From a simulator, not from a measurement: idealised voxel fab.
This is a process module. Its name is voxel gate over fins.
Displayed cross-section: cut, width of 210 nm, square cells sized 5 nm.
How to read a cross-section here: the picture is a grid of square cells, written as bands going from the top down, and any band can span one or more rows of cells.
Band: top height; bottom height; in nm. Then, left to right: material with width in nm, for each material. "throughout": a single material spanning edge to edge. "air": empty space.
Heights are expressed relative to 0, this being the level below which the as-received wafer comprises one material exclusively. The lowest band is unbounded in the downward direction and is denoted as in "top 0, no bottom".
A width given as "30..40" starts at the first number in the band's top row and ends at the second number in its bottom row, shifting by an equal amount at every step from row to row.
Where a step carries "all unchanged", the cross-section came out of it unchanged, cell for cell.
Reported under the label "Sealed void list" are the empty spaces having no open way to the top and comprising 8 cells or more; the notation for each is width x height at distance, in which the distance is measured from the left edge and all three values are in nm.
Read whatever lies past the settings on a step's line as the simulator's own remark about the step.
"overlay nm" denotes, for a step that has a mask, the displacement of the mask to the right of its planned place, with negative values corresponding to the left.

PLANNED STEP LIST FOR THE PROCESS
| 1 | RECEIVE, material Si |
| 2 | CONFORMAL_DEP, material SiN, thk nm 5 |
| 3 | DIRECTIONAL_DEP, material aC, thk nm 10 |
| 4 | PATTERN, tone cover, mask id FINS, material resist, width nm 15, pitch nm 60, thk nm 25, overlay nm 0 |
| 5 | DIRECTIONAL_ETCH, etch materials aC, depth nm 10 |
| 6 | STRIP, etch materials resist |
| 7 | DIRECTIONAL_ETCH, etch materials SiN, depth nm 5 |
| 8 | DIRECTIONAL_ETCH, etch materials Si, depth nm 35 |
| 9 | STRIP, etch materials aC |
| 10 | FILL_DEP, material SiO2, thk nm 5 |
| 11 | CMP, height nm 5 |
| 12 | DIRECTIONAL_DEP, material aC, thk nm 10 |
| 13 | PATTERN, tone open, mask id RAIL, material resist, width nm 15, thk nm 25, overlay nm 0 |
| 14 | DIRECTIONAL_ETCH, etch materials aC, depth nm 10 |
| 15 | STRIP, etch materials resist |
| 16 | DIRECTIONAL_ETCH, etch materials SiO2, depth nm 35 |
| 17 | STRIP, etch materials aC |
| 18 | CONFORMAL_DEP, material TiN, thk nm 5 |
| 19 | FILL_DEP, material Ru, thk nm 5 |
| 20 | CMP, height nm 5 |
| 21 | SELECTIVE_ETCH, etch materials W Ru TiN, depth nm 20 |
| 22 | FILL_DEP, material SiO2, thk nm 5 |
| 23 | CMP, height nm 5 |
| 24 | SELECTIVE_ETCH, etch materials SiO2, depth nm 15 |
| 25 | STRIP, etch materials SiN |
| 26 | CONFORMAL_DEP, material HfO2, thk nm 5 |
| 27 | CONFORMAL_DEP, material TiN, thk nm 5 |
| 28 | FILL_DEP, material W, thk nm 10 |
| 29 | CMP, height nm 15 |
| 30 | CONFORMAL_DEP, material SiN, thk nm 10 |

CROSS-SECTIONAL VIEW OF THE WAFER IN ITS AS-RECEIVED CONDITION, CORRESPONDING TO THE STATE AFTER STEP 1
top 0, no bottom: Si throughout
Sealed void list: none

CROSS-SECTIONAL IMAGE OF THE FIRST OF TWO WAFERS AT THE END OF THE MODULE, THE RUN HAVING PROCEEDED AS PLANNED
top 25, bottom 15: SiN throughout
top 15, bottom 10: W throughout
top 10, bottom 5: W=55, TiN=35, W=25, TiN=35, W=60
top 5, bottom 0: W=55, TiN=5, HfO2=25, TiN=5, W=25, TiN=5, HfO2=25, TiN=5, W=60
top 0, bottom -5: TiN=60, HfO2=5, Si=15, HfO2=5, TiN=35, HfO2=5, Si=15, HfO2=5, TiN=65
top -5, bottom -10: HfO2=65, Si=15, HfO2=45, Si=15, HfO2=70
top -10, bottom -15: SiO2=65, Si=15, SiO2=45, Si=15, SiO2=70
top -15, bottom -25: SiO2=65, Si=15, SiO2=15, TiN=5, Ru=5, TiN=5, SiO2=15, Si=15, SiO2=70
top -25, bottom -30: SiO2=65, Si=15, SiO2=15, TiN=15, SiO2=15, Si=15, SiO2=70
top -30, bottom -35: SiO2=65, Si=15, SiO2=45, Si=15, SiO2=70
top -35, no bottom: Si throughout
Sealed void list: none

CROSS-SECTION, SECOND WAFER: SAME START AS THE FIRST, SAME PLAN AS THE FIRST, ONE MISTAKE IN RUNNING IT; TAKEN AT THE END OF THE MODULE
top 25, bottom 15: SiN throughout
top 15, bottom 10: W throughout
top 10, bottom 5: TiN throughout
top 5, bottom 0: HfO2 throughout
top 0, bottom -15: SiO2=65, Si=15, SiO2=45, Si=15, SiO2=70
top -15, bottom -25: SiO2=65, Si=15, SiO2=15, TiN=5, Ru=5, TiN=5, SiO2=15, Si=15, SiO2=70
top -25, bottom -30: SiO2=65, Si=15, SiO2=15, TiN=15, SiO2=15, Si=15, SiO2=70
top -30, bottom -35: SiO2=65, Si=15, SiO2=45, Si=15, SiO2=70
top -35, no bottom: Si throughout
Sealed void list: none
Which mistake was made when the wafer was run? for step 24, the planned setting was not used; the step was instead run as SELECTIVE_ETCH, etch materials SiO2, depth nm 5
Upon completion, the second wafer contains, in terms of cells, a greater or smaller amount of certain materials than the first wafer: HfO2: 8 fewer, SiO2: 72 more, TiN: 8 fewer, W: 56 fewer
